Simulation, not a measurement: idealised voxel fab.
You're looking at the process module voxel transistor to metal.
FYI the section here is cut, 200 nm wide, cells are 5 nm squares.
A cross-section in this document is a grid of square cells, and it is written down as bands, the top band listed before the ones below it; a band is made up of one or more rows of cells.
Basically the band line says how high the top is and how high the bottom is, in nm, and then what's in it from left to right, every material with its width in nm. Empty space shows up as "empty", and if a single material carries "full width" it runs the full band edge to edge.
Height reference: 0 = level under which incoming wafer is all one material. Lowest band: no bottom, runs on downward, e.g. "from 0 down".
Think of "30 to 40" as a width that walks from the first number to the second as you go down the band, top row to bottom row, taking equal-sized steps from row to row.
"nothing got changed" after a step means that no cell of the cross-section changed.
Entry "Completely sealed voids" = empty spaces >= 8 cells with no open way to the top; each as width x height at distance, distance from left edge, all nm.
Text after the settings on a step's line: the simulator's own remark on that step.
On any step carrying a mask, the "overlay nm" setting, if present on the step's line, tells how far right of its planned place the mask lay; negative values point to the left.

List of planned process steps:
1) RECEIVE, material Si
2) OXIDIZE, depth nm 5
3) CONFORMAL_DEP, material SiN, thk nm 15
4) MASKED_ETCH, tone cover, mask id ACTIVE, width nm 110, etch materials SiN, depth nm 15, overlay nm 0
5) MASKED_ETCH, tone cover, mask id ACTIVE, width nm 110, etch materials SiO2, depth nm 5, overlay nm 0
6) MASKED_ETCH, tone cover, mask id ACTIVE, width nm 110, etch materials Si, depth nm 25, overlay nm 0
7) FILL_DEP, material SiO2, thk nm 5
8) CMP, height nm 15
9) SELECTIVE_ETCH, etch materials SiO2, depth nm 10
10) STRIP, etch materials SiN
11) SELECTIVE_ETCH, etch materials SiO2, depth nm 5
12) OXIDIZE, depth nm 5
13) DIRECTIONAL_DEP, material polySi, thk nm 20
14) DIRECTIONAL_DEP, material SiCN, thk nm 15
15) MASKED_ETCH, tone cover, mask id GATE, width nm 30, etch materials SiCN, depth nm 25, overlay nm 0
16) MASKED_ETCH, tone cover, mask id GATE, width nm 30, etch materials polySi, depth nm 30, overlay nm 0
17) CONFORMAL_DEP, material SiN, thk nm 10
18) DIRECTIONAL_ETCH, etch materials SiN, depth nm 10
19) DIRECTIONAL_ETCH, etch materials SiO2, depth nm 5
20) DIRECTIONAL_ETCH, etch materials Si, depth nm 10
21) EPI, material SiGe, thk nm 10
22) FILL_DEP, material SiO2, thk nm 10
23) CMP, height nm 15
24) STRIP, etch materials polySi
25) SELECTIVE_ETCH, etch materials SiO2, depth nm 5
26) CONFORMAL_DEP, material HfO2, thk nm 5
27) CONFORMAL_DEP, material TiN, thk nm 5
28) FILL_DEP, material W, thk nm 10
29) CMP, height nm 10
30) DIRECTIONAL_DEP, material SiO2, thk nm 15
31) MASKED_ETCH, tone open, mask id CONTACT, width nm 20, pitch nm 80, etch materials SiO2, depth nm 35, overlay nm 0
32) CONFORMAL_DEP, material TiN, thk nm 5
33) FILL_DEP, material W, thk nm 5
34) CMP, height nm 25
35) DIRECTIONAL_DEP, material TiN, thk nm 5
36) DIRECTIONAL_DEP, material W, thk nm 20
37) DIRECTIONAL_DEP, material aC, thk nm 10
38) PATTERN, tone cover, mask id METAL_1, material resist, width nm 20, pitch nm 80, thk nm 25, overlay nm 0
39) DIRECTIONAL_ETCH, etch materials aC, depth nm 10
40) STRIP, etch materials resist
41) DIRECTIONAL_ETCH, etch materials W, depth nm 20
42) DIRECTIONAL_ETCH, etch materials TiN, depth nm 5
43) STRIP, etch materials aC
44) CONFORMAL_DEP, material SiN, thk nm 5
45) FILL_DEP, material SiO2, thk nm 10
46) CMP, height nm 50
47) CONFORMAL_DEP, material SiN, thk nm 5

Concerning the first of two wafers, which was run in accordance with the plan:

Cross-section of the wafer as it came to us, i.e., already through step 1:
- from 0 down  Si full width
- Completely sealed voids: none

Cross-section of the wafer subsequent to step 2:
- from 0 to -5  SiO2 full width
- Below -5 it's all the same as before, nothing changed down there.

Cross-section of the wafer subsequent to step 3:
- from 15 to 0  SiN full width
- Below 0 it's all the same as before, nothing changed down there.

Cross-section of the wafer subsequent to step 4:
- from 15 to 0  empty: 45  SiN: 110  empty: 45
- Below 0 it's all the same as before, nothing changed down there.

Cross-section of the wafer subsequent to step 5:
- from 15 to 0  empty: 45  SiN: 110  empty: 45
- from 0 to -5  empty: 45  SiO2: 110  empty: 45
- Below -5 it's all the same as before, nothing changed down there.

Cross-section of the wafer subsequent to step 6:
- from 15 to 0  empty: 45  SiN: 110  empty: 45
- from 0 to -5  empty: 45  SiO2: 110  empty: 45
- from -5 to -30  empty: 45  Si: 110  empty: 45
- Below -30 it's all the same as before, nothing changed down there.

Cross-section of the wafer subsequent to step 7:
- from 20 to 15  SiO2 full width
- from 15 to 0  SiO2: 45  SiN: 110  SiO2: 45
- from 0 to -5  SiO2 full width
- from -5 to -30  SiO2: 45  Si: 110  SiO2: 45
- Below -30 it's all the same as before, nothing changed down there.

Cross-section of the wafer subsequent to step 8:
- from 15 to 0  SiO2: 45  SiN: 110  SiO2: 45
- Below 0 it's all the same as before, nothing changed down there.

Cross-section of the wafer subsequent to step 9:
- from 15 to 5  empty: 45  SiN: 110  empty: 45
- Below 5 it's all the same as before, nothing changed down there.

Cross-section of the wafer subsequent to step 10:
- from 5 to 0  SiO2: 45  empty: 110  SiO2: 45
- Below 0 it's all the same as before, nothing changed down there.

Cross-section of the wafer subsequent to step 11:
- from 0 to -5  SiO2: 40  empty: 120  SiO2: 40
- Below -5 it's all the same as before, nothing changed down there.

Cross-section of the wafer subsequent to step 12:
- from 0 to -5  SiO2: 40  empty: 120  SiO2: 40
- from -5 to -10  SiO2 full width
- Below -10 it's all the same as before, nothing changed down there.

Cross-section of the wafer subsequent to step 13:
- from 20 to 15  polySi: 40  empty: 120  polySi: 40
- from 15 to 0  polySi full width
- from 0 to -5  SiO2: 40  polySi: 120  SiO2: 40
- Below -5 it's all the same as before, nothing changed down there.

Cross-section of the wafer subsequent to step 14:
- from 35 to 30  SiCN: 40  empty: 120  SiCN: 40
- from 30 to 20  SiCN full width
- from 20 to 15  polySi: 40  SiCN: 120  polySi: 40
- Below 15 it's all the same as before, nothing changed down there.

Cross-section of the wafer subsequent to step 15:
- from 30 to 20  empty: 85  SiCN: 30  empty: 85
- from 20 to 15  polySi: 40  empty: 45  SiCN: 30  empty: 45  polySi: 40
- Below 15 it's all the same as before, nothing changed down there.

Cross-section of the wafer subsequent to step 16:
- from 30 to 15  empty: 85  SiCN: 30  empty: 85
- from 15 to 0  empty: 85  polySi: 30  empty: 85
- from 0 to -5  SiO2: 40  empty: 45  polySi: 30  empty: 45  SiO2: 40
- Below -5 it's all the same as before, nothing changed down there.

Cross-section of the wafer subsequent to step 17:
- from 40 to 30  empty: 75  SiN: 50  empty: 75
- from 30 to 15  empty: 75  SiN: 10  SiCN: 30  SiN: 10  empty: 75
- from 15 to 10  empty: 75  SiN: 10  polySi: 30  SiN: 10  empty: 75
- from 10 to 5  SiN: 50  empty: 25  SiN: 10  polySi: 30  SiN: 10  empty: 25  SiN: 50
- from 5 to 0  SiN: 85  polySi: 30  SiN: 85
- from 0 to -5  SiO2: 40  SiN: 45  polySi: 30  SiN: 45  SiO2: 40
- Below -5 it's all the same as before, nothing changed down there.

Cross-section of the wafer subsequent to step 18:
- from 30 to 15  empty: 75  SiN: 10  SiCN: 30  SiN: 10  empty: 75
- from 15 to 0  empty: 75  SiN: 10  polySi: 30  SiN: 10  empty: 75
- from 0 to -5  SiO2: 40  SiN: 10  empty: 25  SiN: 10  polySi: 30  SiN: 10  empty: 25  SiN: 10  SiO2: 40
- Below -5 it's all the same as before, nothing changed down there.

Cross-section of the wafer subsequent to step 19:
- from 30 to 15  empty: 75  SiN: 10  SiCN: 30  SiN: 10  empty: 75
- from 15 to 0  empty: 75  SiN: 10  polySi: 30  SiN: 10  empty: 75
- from 0 to -5  empty: 40  SiN: 10  empty: 25  SiN: 10  polySi: 30  SiN: 10  empty: 25  SiN: 10  empty: 40
- from -5 to -10  SiO2: 50  empty: 25  SiO2: 50  empty: 25  SiO2: 50
- Below -10 it's all the same as before, nothing changed down there.

Cross-section of the wafer subsequent to step 20:
- from 30 to 15  empty: 75  SiN: 10  SiCN: 30  SiN: 10  empty: 75
- from 15 to 0  empty: 75  SiN: 10  polySi: 30  SiN: 10  empty: 75
- from 0 to -5  empty: 40  SiN: 10  empty: 25  SiN: 10  polySi: 30  SiN: 10  empty: 25  SiN: 10  empty: 40
- from -5 to -10  SiO2: 50  empty: 25  SiO2: 50  empty: 25  SiO2: 50
- from -10 to -20  SiO2: 45  Si: 5  empty: 25  Si: 50  empty: 25  Si: 5  SiO2: 45
- Below -20 it's all the same as before, nothing changed down there.

Cross-section of the wafer subsequent to step 21:
- from 30 to 15  empty: 75  SiN: 10  SiCN: 30  SiN: 10  empty: 75
- from 15 to 0  empty: 75  SiN: 10  polySi: 30  SiN: 10  empty: 75
- from 0 to -5  empty: 40  SiN: 10  SiGe: 10  empty: 5  SiGe: 10  SiN: 10  polySi: 30  SiN: 10  SiGe: 10  empty: 5  SiGe: 10  SiN: 10  empty: 40
- from -5 to -10  SiO2: 50  SiGe: 10  empty: 5  SiGe: 10  SiO2: 50  SiGe: 10  empty: 5  SiGe: 10  SiO2: 50
- from -10 to -20  SiO2: 45  Si: 5  SiGe: 25  Si: 50  SiGe: 25  Si: 5  SiO2: 45
- Below -20 it's all the same as before, nothing changed down there.

Cross-section of the wafer subsequent to step 22:
- from 40 to 30  SiO2 full width
- from 30 to 15  SiO2: 75  SiN: 10  SiCN: 30  SiN: 10  SiO2: 75
- from 15 to 0  SiO2: 75  SiN: 10  polySi: 30  SiN: 10  SiO2: 75
- from 0 to -5  SiO2: 40  SiN: 10  SiGe: 10  SiO2: 5  SiGe: 10  SiN: 10  polySi: 30  SiN: 10  SiGe: 10  SiO2: 5  SiGe: 10  SiN: 10  SiO2: 40
- from -5 to -10  SiO2: 50  SiGe: 10  SiO2: 5  SiGe: 10  SiO2: 50  SiGe: 10  SiO2: 5  SiGe: 10  SiO2: 50
- Below -10 it's all the same as before, nothing changed down there.

Cross-section of the wafer subsequent to step 23:
- from 15 to 0  SiO2: 75  SiN: 10  polySi: 30  SiN: 10  SiO2: 75
- Below 0 it's all the same as before, nothing changed down there.

Cross-section of the wafer subsequent to step 24:
- from 15 to 0  SiO2: 75  SiN: 10  empty: 30  SiN: 10  SiO2: 75
- from 0 to -5  SiO2: 40  SiN: 10  SiGe: 10  SiO2: 5  SiGe: 10  SiN: 10  empty: 30  SiN: 10  SiGe: 10  SiO2: 5  SiGe: 10  SiN: 10  SiO2: 40
- Below -5 it's all the same as before, nothing changed down there.

Cross-section of the wafer subsequent to step 25:
- from 15 to 10  empty: 75  SiN: 10  empty: 30  SiN: 10  empty: 75
- from 10 to 0  SiO2: 75  SiN: 10  empty: 30  SiN: 10  SiO2: 75
- from 0 to -5  SiO2: 40  SiN: 10  SiGe: 10  SiO2: 5  SiGe: 10  SiN: 10  empty: 30  SiN: 10  SiGe: 10  SiO2: 5  SiGe: 10  SiN: 10  SiO2: 40
- from -5 to -10  SiO2: 50  SiGe: 10  SiO2: 5  SiGe: 10  SiO2: 5  empty: 40  SiO2: 5  SiGe: 10  SiO2: 5  SiGe: 10  SiO2: 50
- Below -10 it's all the same as before, nothing changed down there.

Cross-section of the wafer subsequent to step 26:
- from 20 to 15  empty: 70  HfO2: 20  empty: 20  HfO2: 20  empty: 70
- from 15 to 10  HfO2: 75  SiN: 10  HfO2: 5  empty: 20  HfO2: 5  SiN: 10  HfO2: 75
- from 10 to 0  SiO2: 75  SiN: 10  HfO2: 5  empty: 20  HfO2: 5  SiN: 10  SiO2: 75
- from 0 to -5  SiO2: 40  SiN: 10  SiGe: 10  SiO2: 5  SiGe: 10  SiN: 10  HfO2: 5  empty: 20  HfO2: 5  SiN: 10  SiGe: 10  SiO2: 5  SiGe: 10  SiN: 10  SiO2: 40
- from -5 to -10  SiO2: 50  SiGe: 10  SiO2: 5  SiGe: 10  SiO2: 5  HfO2: 40  SiO2: 5  SiGe: 10  SiO2: 5  SiGe: 10  SiO2: 50
- Below -10 it's all the same as before, nothing changed down there.

Cross-section of the wafer subsequent to step 27:
- from 25 to 20  empty: 65  TiN: 30  empty: 10  TiN: 30  empty: 65
- from 20 to 15  TiN: 70  HfO2: 20  TiN: 5  empty: 10  TiN: 5  HfO2: 20  TiN: 70
- from 15 to 10  HfO2: 75  SiN: 10  HfO2: 5  TiN: 5  empty: 10  TiN: 5  HfO2: 5  SiN: 10  HfO2: 75
- from 10 to 0  SiO2: 75  SiN: 10  HfO2: 5  TiN: 5  empty: 10  TiN: 5  HfO2: 5  SiN: 10  SiO2: 75
- from 0 to -5  SiO2: 40  SiN: 10  SiGe: 10  SiO2: 5  SiGe: 10  SiN: 10  HfO2: 5  TiN: 20  HfO2: 5  SiN: 10  SiGe: 10  SiO2: 5  SiGe: 10  SiN: 10  SiO2: 40
- Below -5 it's all the same as before, nothing changed down there.

Cross-section of the wafer subsequent to step 28:
- from 35 to 25  W full width
- from 25 to 20  W: 65  TiN: 30  W: 10  TiN: 30  W: 65
- from 20 to 15  TiN: 70  HfO2: 20  TiN: 5  W: 10  TiN: 5  HfO2: 20  TiN: 70
- from 15 to 10  HfO2: 75  SiN: 10  HfO2: 5  TiN: 5  W: 10  TiN: 5  HfO2: 5  SiN: 10  HfO2: 75
- from 10 to 0  SiO2: 75  SiN: 10  HfO2: 5  TiN: 5  W: 10  TiN: 5  HfO2: 5  SiN: 10  SiO2: 75
- Below 0 it's all the same as before, nothing changed down there.

Cross-section of the wafer subsequent to step 29:
- from 10 to 0  SiO2: 75  SiN: 10  HfO2: 5  TiN: 5  W: 10  TiN: 5  HfO2: 5  SiN: 10  SiO2: 75
- Below 0 it's all the same as before, nothing changed down there.

Cross-section of the wafer subsequent to step 30:
- from 25 to 10  SiO2 full width
- Below 10 it's all the same as before, nothing changed down there.

Cross-section of the wafer subsequent to step 31:
- from 25 to 10  SiO2: 50  empty: 20  SiO2: 60  empty: 20  SiO2: 50
- from 10 to 0  SiO2: 50  empty: 20  SiO2: 5  SiN: 10  HfO2: 5  TiN: 5  W: 10  TiN: 5  HfO2: 5  SiN: 10  SiO2: 5  empty: 20  SiO2: 50
- from 0 to -5  SiO2: 40  SiN: 10  SiGe: 10  empty: 5  SiGe: 10  SiN: 10  HfO2: 5  TiN: 20  HfO2: 5  SiN: 10  SiGe: 10  empty: 5  SiGe: 10  SiN: 10  SiO2: 40
- from -5 to -10  SiO2: 50  SiGe: 10  empty: 5  SiGe: 10  SiO2: 5  HfO2: 40  SiO2: 5  SiGe: 10  empty: 5  SiGe: 10  SiO2: 50
- Below -10 it's all the same as before, nothing changed down there.

Cross-section of the wafer subsequent to step 32:
- from 30 to 25  TiN: 55  empty: 10  TiN: 70  empty: 10  TiN: 55
- from 25 to 10  SiO2: 50  TiN: 5  empty: 10  TiN: 5  SiO2: 60  TiN: 5  empty: 10  TiN: 5  SiO2: 50
- from 10 to 5  SiO2: 50  TiN: 5  empty: 10  TiN: 5  SiO2: 5  SiN: 10  HfO2: 5  TiN: 5  W: 10  TiN: 5  HfO2: 5  SiN: 10  SiO2: 5  TiN: 5  empty: 10  TiN: 5  SiO2: 50
- from 5 to 0  SiO2: 50  TiN: 20  SiO2: 5  SiN: 10  HfO2: 5  TiN: 5  W: 10  TiN: 5  HfO2: 5  SiN: 10  SiO2: 5  TiN: 20  SiO2: 50
- from 0 to -5  SiO2: 40  SiN: 10  SiGe: 10  TiN: 5  SiGe: 10  SiN: 10  HfO2: 5  TiN: 20  HfO2: 5  SiN: 10  SiGe: 10  TiN: 5  SiGe: 10  SiN: 10  SiO2: 40
- from -5 to -10  SiO2: 50  SiGe: 10  TiN: 5  SiGe: 10  SiO2: 5  HfO2: 40  SiO2: 5  SiGe: 10  TiN: 5  SiGe: 10  SiO2: 50
- Below -10 it's all the same as before, nothing changed down there.

Cross-section of the wafer subsequent to step 33:
- from 35 to 30  W full width
- from 30 to 25  TiN: 55  W: 10  TiN: 70  W: 10  TiN: 55
- from 25 to 10  SiO2: 50  TiN: 5  W: 10  TiN: 5  SiO2: 60  TiN: 5  W: 10  TiN: 5  SiO2: 50
- from 10 to 5  SiO2: 50  TiN: 5  W: 10  TiN: 5  SiO2: 5  SiN: 10  HfO2: 5  TiN: 5  W: 10  TiN: 5  HfO2: 5  SiN: 10  SiO2: 5  TiN: 5  W: 10  TiN: 5  SiO2: 50
- Below 5 it's all the same as before, nothing changed down there.

Cross-section of the wafer subsequent to step 34:
- from 25 to 10  SiO2: 50  TiN: 5  W: 10  TiN: 5  SiO2: 60  TiN: 5  W: 10  TiN: 5  SiO2: 50
- Below 10 it's all the same as before, nothing changed down there.

Cross-section of the wafer subsequent to step 35:
- from 30 to 25  TiN full width
- Below 25 it's all the same as before, nothing changed down there.

Cross-section of the wafer subsequent to step 36:
- from 50 to 30  W full width
- Below 30 it's all the same as before, nothing changed down there.

Cross-section of the wafer subsequent to step 37:
- from 60 to 50  aC full width
- Below 50 it's all the same as before, nothing changed down there.

Cross-section of the wafer subsequent to step 38:
- from 85 to 60  empty: 50  resist: 20  empty: 60  resist: 20  empty: 50
- Below 60 it's all the same as before, nothing changed down there.

Cross-section of the wafer subsequent to step 39:
- from 75 to 60  empty: 50  resist: 20  empty: 60  resist: 20  empty: 50
- from 60 to 50  empty: 50  aC: 20  empty: 60  aC: 20  empty: 50
- Below 50 it's all the same as before, nothing changed down there.

Cross-section of the wafer subsequent to step 40:
- from 60 to 50  empty: 50  aC: 20  empty: 60  aC: 20  empty: 50
- Below 50 it's all the same as before, nothing changed down there.

Cross-section of the wafer subsequent to step 41:
- from 60 to 50  empty: 50  aC: 20  empty: 60  aC: 20  empty: 50
- from 50 to 30  empty: 50  W: 20  empty: 60  W: 20  empty: 50
- Below 30 it's all the same as before, nothing changed down there.

Cross-section of the wafer subsequent to step 42:
- from 60 to 50  empty: 50  aC: 20  empty: 60  aC: 20  empty: 50
- from 50 to 30  empty: 50  W: 20  empty: 60  W: 20  empty: 50
- from 30 to 25  empty: 50  TiN: 20  empty: 60  TiN: 20  empty: 50
- Below 25 it's all the same as before, nothing changed down there.

Cross-section of the wafer subsequent to step 43:
- from 50 to 30  empty: 50  W: 20  empty: 60  W: 20  empty: 50
- Below 30 it's all the same as before, nothing changed down there.

Cross-section of the wafer subsequent to step 44:
- from 55 to 50  empty: 45  SiN: 30  empty: 50  SiN: 30  empty: 45
- from 50 to 30  empty: 45  SiN: 5  W: 20  SiN: 5  empty: 50  SiN: 5  W: 20  SiN: 5  empty: 45
- from 30 to 25  SiN: 50  TiN: 20  SiN: 60  TiN: 20  SiN: 50
- Below 25 it's all the same as before, nothing changed down there.

Cross-section of the wafer subsequent to step 45:
- from 65 to 55  SiO2 full width
- from 55 to 50  SiO2: 45  SiN: 30  SiO2: 50  SiN: 30  SiO2: 45
- from 50 to 30  SiO2: 45  SiN: 5  W: 20  SiN: 5  SiO2: 50  SiN: 5  W: 20  SiN: 5  SiO2: 45
- Below 30 it's all the same as before, nothing changed down there.

Cross-section of the wafer subsequent to step 46:
- from 50 to 30  SiO2: 45  SiN: 5  W: 20  SiN: 5  SiO2: 50  SiN: 5  W: 20  SiN: 5  SiO2: 45
- Below 30 it's all the same as before, nothing changed down there.

Cross-section of the wafer subsequent to step 47:
- from 55 to 50  SiN full width
- Below 50 it's all the same as before, nothing changed down there.

The second wafer: identical to the first at the outset and in its planned sequence, differing only in that one mistake was made during processing; up to and including step 25, its path is the first wafer's path:

Second wafer, cut view, end of step 26 per plan: nothing got changed

Second wafer, cut view, end of step 27 per plan:
- from 20 to 15  empty: 70  TiN: 20  empty: 20  TiN: 20  empty: 70
- from 15 to 10  TiN: 75  SiN: 10  TiN: 5  empty: 20  TiN: 5  SiN: 10  TiN: 75
- from 10 to 0  SiO2: 75  SiN: 10  TiN: 5  empty: 20  TiN: 5  SiN: 10  SiO2: 75
- from 0 to -5  SiO2: 40  SiN: 10  SiGe: 10  SiO2: 5  SiGe: 10  SiN: 10  TiN: 5  empty: 20  TiN: 5  SiN: 10  SiGe: 10  SiO2: 5  SiGe: 10  SiN: 10  SiO2: 40
- from -5 to -10  SiO2: 50  SiGe: 10  SiO2: 5  SiGe: 10  SiO2: 5  TiN: 40  SiO2: 5  SiGe: 10  SiO2: 5  SiGe: 10  SiO2: 50
- Below -10 it's all the same as before, nothing changed down there.

Second wafer, cut view, end of step 28 per plan:
- from 30 to 20  W full width
- from 20 to 15  W: 70  TiN: 20  W: 20  TiN: 20  W: 70
- from 15 to 10  TiN: 75  SiN: 10  TiN: 5  W: 20  TiN: 5  SiN: 10  TiN: 75
- from 10 to 0  SiO2: 75  SiN: 10  TiN: 5  W: 20  TiN: 5  SiN: 10  SiO2: 75
- from 0 to -5  SiO2: 40  SiN: 10  SiGe: 10  SiO2: 5  SiGe: 10  SiN: 10  TiN: 5  W: 20  TiN: 5  SiN: 10  SiGe: 10  SiO2: 5  SiGe: 10  SiN: 10  SiO2: 40
- Below -5 it's all the same as before, nothing changed down there.

Second wafer, cut view, end of step 29 per plan:
- from 10 to 0  SiO2: 75  SiN: 10  TiN: 5  W: 20  TiN: 5  SiN: 10  SiO2: 75
- Below 0 it's all the same as before, nothing changed down there.

Second wafer, cut view, end of step 30 per plan:
- from 25 to 10  SiO2 full width
- Below 10 it's all the same as before, nothing changed down there.

Second wafer, cut view, end of step 31 per plan:
- from 25 to 10  SiO2: 50  empty: 20  SiO2: 60  empty: 20  SiO2: 50
- from 10 to 0  SiO2: 50  empty: 20  SiO2: 5  SiN: 10  TiN: 5  W: 20  TiN: 5  SiN: 10  SiO2: 5  empty: 20  SiO2: 50
- from 0 to -5  SiO2: 40  SiN: 10  SiGe: 10  empty: 5  SiGe: 10  SiN: 10  TiN: 5  W: 20  TiN: 5  SiN: 10  SiGe: 10  empty: 5  SiGe: 10  SiN: 10  SiO2: 40
- from -5 to -10  SiO2: 50  SiGe: 10  empty: 5  SiGe: 10  SiO2: 5  TiN: 40  SiO2: 5  SiGe: 10  empty: 5  SiGe: 10  SiO2: 50
- Below -10 it's all the same as before, nothing changed down there.

Second wafer, cut view, end of step 32 per plan:
- from 30 to 25  TiN: 55  empty: 10  TiN: 70  empty: 10  TiN: 55
- from 25 to 10  SiO2: 50  TiN: 5  empty: 10  TiN: 5  SiO2: 60  TiN: 5  empty: 10  TiN: 5  SiO2: 50
- from 10 to 5  SiO2: 50  TiN: 5  empty: 10  TiN: 5  SiO2: 5  SiN: 10  TiN: 5  W: 20  TiN: 5  SiN: 10  SiO2: 5  TiN: 5  empty: 10  TiN: 5  SiO2: 50
- from 5 to 0  SiO2: 50  TiN: 20  SiO2: 5  SiN: 10  TiN: 5  W: 20  TiN: 5  SiN: 10  SiO2: 5  TiN: 20  SiO2: 50
- from 0 to -5  SiO2: 40  SiN: 10  SiGe: 10  TiN: 5  SiGe: 10  SiN: 10  TiN: 5  W: 20  TiN: 5  SiN: 10  SiGe: 10  TiN: 5  SiGe: 10  SiN: 10  SiO2: 40
- from -5 to -10  SiO2: 50  SiGe: 10  TiN: 5  SiGe: 10  SiO2: 5  TiN: 40  SiO2: 5  SiGe: 10  TiN: 5  SiGe: 10  SiO2: 50
- Below -10 it's all the same as before, nothing changed down there.

Second wafer, cut view, end of step 33 per plan:
- from 35 to 30  W full width
- from 30 to 25  TiN: 55  W: 10  TiN: 70  W: 10  TiN: 55
- from 25 to 10  SiO2: 50  TiN: 5  W: 10  TiN: 5  SiO2: 60  TiN: 5  W: 10  TiN: 5  SiO2: 50
- from 10 to 5  SiO2: 50  TiN: 5  W: 10  TiN: 5  SiO2: 5  SiN: 10  TiN: 5  W: 20  TiN: 5  SiN: 10  SiO2: 5  TiN: 5  W: 10  TiN: 5  SiO2: 50
- Below 5 it's all the same as before, nothing changed down there.

Second wafer, cut view, end of step 34 per plan:
- from 25 to 10  SiO2: 50  TiN: 5  W: 10  TiN: 5  SiO2: 60  TiN: 5  W: 10  TiN: 5  SiO2: 50
- Below 10 it's all the same as before, nothing changed down there.

Second wafer, cut view, end of step 35 per plan:
- from 30 to 25  TiN full width
- Below 25 it's all the same as before, nothing changed down there.

Second wafer, cut view, end of step 36 per plan:
- from 50 to 30  W full width
- Below 30 it's all the same as before, nothing changed down there.

Second wafer, cut view, end of step 37 per plan:
- from 60 to 50  aC full width
- Below 50 it's all the same as before, nothing changed down there.

Second wafer, cut view, end of step 38 per plan:
- from 85 to 60  empty: 50  resist: 20  empty: 60  resist: 20  empty: 50
- Below 60 it's all the same as before, nothing changed down there.

Second wafer, cut view, end of step 39 per plan:
- from 75 to 60  empty: 50  resist: 20  empty: 60  resist: 20  empty: 50
- from 60 to 50  empty: 50  aC: 20  empty: 60  aC: 20  empty: 50
- Below 50 it's all the same as before, nothing changed down there.

Second wafer, cut view, end of step 40 per plan:
- from 60 to 50  empty: 50  aC: 20  empty: 60  aC: 20  empty: 50
- Below 50 it's all the same as before, nothing changed down there.

Second wafer, cut view, end of step 41 per plan:
- from 60 to 50  empty: 50  aC: 20  empty: 60  aC: 20  empty: 50
- from 50 to 30  empty: 50  W: 20  empty: 60  W: 20  empty: 50
- Below 30 it's all the same as before, nothing changed down there.

Second wafer, cut view, end of step 42 per plan:
- from 60 to 50  empty: 50  aC: 20  empty: 60  aC: 20  empty: 50
- from 50 to 30  empty: 50  W: 20  empty: 60  W: 20  empty: 50
- from 30 to 25  empty: 50  TiN: 20  empty: 60  TiN: 20  empty: 50
- Below 25 it's all the same as before, nothing changed down there.

Second wafer, cut view, end of step 43 per plan:
- from 50 to 30  empty: 50  W: 20  empty: 60  W: 20  empty: 50
- Below 30 it's all the same as before, nothing changed down there.

Second wafer, cut view, end of step 44 per plan:
- from 55 to 50  empty: 45  SiN: 30  empty: 50  SiN: 30  empty: 45
- from 50 to 30  empty: 45  SiN: 5  W: 20  SiN: 5  empty: 50  SiN: 5  W: 20  SiN: 5  empty: 45
- from 30 to 25  SiN: 50  TiN: 20  SiN: 60  TiN: 20  SiN: 50
- Below 25 it's all the same as before, nothing changed down there.

Second wafer, cut view, end of step 45 per plan:
- from 65 to 55  SiO2 full width
- from 55 to 50  SiO2: 45  SiN: 30  SiO2: 50  SiN: 30  SiO2: 45
- from 50 to 30  SiO2: 45  SiN: 5  W: 20  SiN: 5  SiO2: 50  SiN: 5  W: 20  SiN: 5  SiO2: 45
- Below 30 it's all the same as before, nothing changed down there.

Second wafer, cut view, end of step 46 per plan:
- from 50 to 30  SiO2: 45  SiN: 5  W: 20  SiN: 5  SiO2: 50  SiN: 5  W: 20  SiN: 5  SiO2: 45
- Below 30 it's all the same as before, nothing changed down there.

Second wafer, cut view, end of step 47 per plan:
- from 55 to 50  SiN full width
- Below 50 it's all the same as before, nothing changed down there.
Here's what went sideways: step 26 of the plan did not run at all; it was left out
The second wafer ends with more or fewer cells of some materials than the first, per final count: -14 HfO2 | +6 TiN | +8 W
